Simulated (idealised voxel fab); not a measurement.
The following process module bears the name voxel transistor to metal.
This is section cut - it's 285 nm across, gridded in 5 nm square cells.
Cross-section, as written here: a square-cell grid given band by band from the top down, where a band holds one or more rows of cells. Each band's line starts with the height of the band's top and of its bottom, in nm. Then come its materials from left to right, each with its width in nm. One material with "throughout" fills the band from edge to edge. "air" is empty space. For the purposes of this specification, 0 denotes the height below which the wafer in its as-received condition is composed wholly of one material, and the lowermost band, lacking a lower limit, extends downward without end, as expressed in "0..down". When a width is written as two numbers, as in "30..40", the first number is the width in the top row of cells of the band and the second is the width in its bottom row, and the width changes by the same amount from each row to the next. Where the words "remained unchanged" appear for a step, the cross-section shows no cell changed by that step; every cell remained as before. You'll see "Cavities, closed" listing empty spaces that have no way open to the top, as long as they're 8 cells or more; the notation is width x height at distance, where the distance is from the left edge, and all of it is in nm. Past the settings on a step's line: simulator remark, on that step. The line of a step may include "overlay nm". On a step with a mask, this value is how far to the right of its planned place the mask lay. A negative value means the mask lay to the left.

**Process steps - plan**
1,RECEIVE | material Si
2,CONFORMAL_DEP | material SiO2 | thk nm 5
3,CONFORMAL_DEP | material SiN | thk nm 10
4,DIRECTIONAL_DEP | material aC | thk nm 10
5,PATTERN | tone cover | mask id ACTIVE | material resist | width nm 90 | pitch nm 115 | thk nm 25 | overlay nm 0
6,DIRECTIONAL_ETCH | etch materials aC | depth nm 10
7,STRIP | etch materials resist
8,DIRECTIONAL_ETCH | etch materials SiN | depth nm 10
9,DIRECTIONAL_ETCH | etch materials SiO2 | depth nm 5
10,DIRECTIONAL_ETCH | etch materials Si | depth nm 25
11,STRIP | etch materials aC
12,FILL_DEP | material SiO2 | thk nm 10
13,CMP | height nm 15
14,SELECTIVE_ETCH | etch materials SiO2 | depth nm 10
15,STRIP | etch materials SiN
16,SELECTIVE_ETCH | etch materials SiO2 | depth nm 5
17,OXIDIZE | depth nm 5
18,DIRECTIONAL_DEP | material polySi | thk nm 30
19,DIRECTIONAL_DEP | material SiCN | thk nm 15
20,PATTERN | tone cover | mask id GATE | material resist | width nm 20 | pitch nm 115 | thk nm 20 | overlay nm 0
21,DIRECTIONAL_ETCH | etch materials SiCN | depth nm 25
22,DIRECTIONAL_ETCH | etch materials polySi | depth nm 40
23,STRIP | etch materials resist
24,CONFORMAL_DEP | material SiO2 | thk nm 5
25,DIRECTIONAL_ETCH | etch materials SiO2 | depth nm 5
26,CONFORMAL_DEP | material SiN | thk nm 5
27,DIRECTIONAL_ETCH | etch materials SiN | depth nm 5
28,DIRECTIONAL_ETCH | etch materials SiO2 | depth nm 5
29,DIRECTIONAL_ETCH | etch materials Si | depth nm 10
30,EPI | material SiGe | thk nm 15
31,FILL_DEP | material SiO2 | thk nm 5
32,CMP | height nm 45
33,DIRECTIONAL_DEP | material SiO2 | thk nm 15
34,PATTERN | tone open | mask id CONTACT | material resist | width nm 15 | thk nm 20 | overlay nm 0
35,DIRECTIONAL_ETCH | etch materials SiO2 | depth nm 60
36,STRIP | etch materials resist
37,CONFORMAL_DEP | material TiN | thk nm 5
38,FILL_DEP | material Ru | thk nm 10
39,CMP | height nm 60
40,CONFORMAL_DEP | material SiCN | thk nm 5
41,DIRECTIONAL_DEP | material lowk | thk nm 15
42,PATTERN | tone open | mask id METAL_1 | material resist | width nm 15 | thk nm 15 | overlay nm 0
43,DIRECTIONAL_ETCH | etch materials lowk | depth nm 15
44,DIRECTIONAL_ETCH | etch materials SiCN | depth nm 5
45,STRIP | etch materials resist
46,CONFORMAL_DEP | material TiN | thk nm 5
47,FILL_DEP | material W | thk nm 5
48,CMP | height nm 80
49,CONFORMAL_DEP | material SiCN | thk nm 5
50,DIRECTIONAL_DEP | material lowk | thk nm 30
51,DIRECTIONAL_DEP | material aC | thk nm 15
52,PATTERN | tone open | mask id METAL_2 | material resist | width nm 15 | pitch nm 115 | thk nm 30 | overlay nm 0
53,DIRECTIONAL_ETCH | etch materials aC | depth nm 15
54,STRIP | etch materials resist
55,DIRECTIONAL_ETCH | etch materials lowk | depth nm 20
56,STRIP | etch materials aC
57,PATTERN | tone open | mask id METAL_2_HOLES | material resist | width nm 15 | pitch nm 115 | thk nm 20 | overlay nm 0
58,DIRECTIONAL_ETCH | etch materials lowk | depth nm 10
59,DIRECTIONAL_ETCH | etch materials SiCN | depth nm 5
60,STRIP | etch materials resist
61,CONFORMAL_DEP | material TiN | thk nm 5
62,FILL_DEP | material Cu | thk nm 5
63,CMP | height nm 115
64,CONFORMAL_DEP | material SiN | thk nm 5

**Cross-sectional view of the wafer in its as-received condition, corresponding to the state after step 1**
	0..down: Si throughout
	Cavities, closed: none

**Cross-section at module end, one run error; start and plan unchanged from above**
	120..115: SiN throughout
	115..85: lowk 45 | TiN 5 | Cu 5 | TiN 5 | lowk 100 | TiN 5 | Cu 5 | TiN 5 | lowk 110
	85..80: SiCN 45 | TiN 15 | SiCN 100 | TiN 15 | SiCN 110
	80..65: lowk 45 | TiN 5 | W 5 | TiN 5 | lowk 50 | TiN 5 | W 5 | TiN 5 | lowk 35 | TiN 5 | W 5 | TiN 5 | lowk 50 | TiN 5 | W 5 | TiN 5 | lowk 45
	65..60: SiCN 45 | TiN 15 | SiCN 50 | TiN 15 | SiCN 35 | TiN 15 | SiCN 50 | TiN 15 | SiCN 45
	60..45: SiO2 45 | TiN 5 | Ru 5 | TiN 5 | SiO2 50 | TiN 5 | Ru 5 | TiN 5 | SiO2 35 | TiN 5 | Ru 5 | TiN 5 | SiO2 50 | TiN 5 | Ru 5 | TiN 5 | SiO2 45
	45..30: SiO2 45 | TiN 5 | Ru 5 | TiN 5 | SiO2 10 | SiN 5 | SiCN 20 | SiN 5 | SiO2 10 | TiN 5 | Ru 5 | TiN 5 | SiO2 35 | TiN 5 | Ru 5 | TiN 5 | SiO2 10 | SiN 5 | SiCN 20 | SiN 5 | SiO2 10 | TiN 5 | Ru 5 | TiN 5 | SiO2 45
	30..15: SiO2 45 | TiN 5 | Ru 5 | TiN 5 | SiO2 10 | SiN 5 | polySi 20 | SiN 5 | SiO2 10 | TiN 5 | Ru 5 | TiN 5 | SiO2 35 | TiN 5 | Ru 5 | TiN 5 | SiO2 10 | SiN 5 | polySi 20 | SiN 5 | SiO2 10 | TiN 5 | Ru 5 | TiN 5 | SiO2 45
	15..10: SiO2 45 | TiN 15 | SiO2 10 | SiN 5 | polySi 20 | SiN 5 | SiO2 10 | TiN 15 | SiO2 35 | TiN 15 | SiO2 10 | SiN 5 | polySi 20 | SiN 5 | SiO2 10 | TiN 15 | SiO2 45
	10..0: SiO2 45 | TiN 10 | SiGe 15 | SiN 5 | polySi 20 | SiN 5 | SiGe 15 | TiN 10 | SiO2 35 | TiN 10 | SiGe 15 | SiN 5 | polySi 20 | SiN 5 | SiGe 15 | TiN 10 | SiO2 45
	0..-5: SiO2 30 | SiGe 40 | SiN 5 | SiO2 20 | SiN 5 | SiGe 40 | SiO2 5 | SiGe 40 | SiN 5 | SiO2 20 | SiN 5 | SiGe 40 | SiO2 30
	-5..-15: SiO2 30..40 | SiGe 40..30 | Si 30 | SiGe 40..30 | SiO2 5..25 | SiGe 40..30 | Si 30 | SiGe 40..30 | SiO2 30..40
	-15..-25: SiO2 40 | Si 90 | SiO2 25 | Si 90 | SiO2 40
	-25..down: Si throughout
	Cavities, closed: none
Processing error: yeah, step 24 of the plan got skipped, never ran
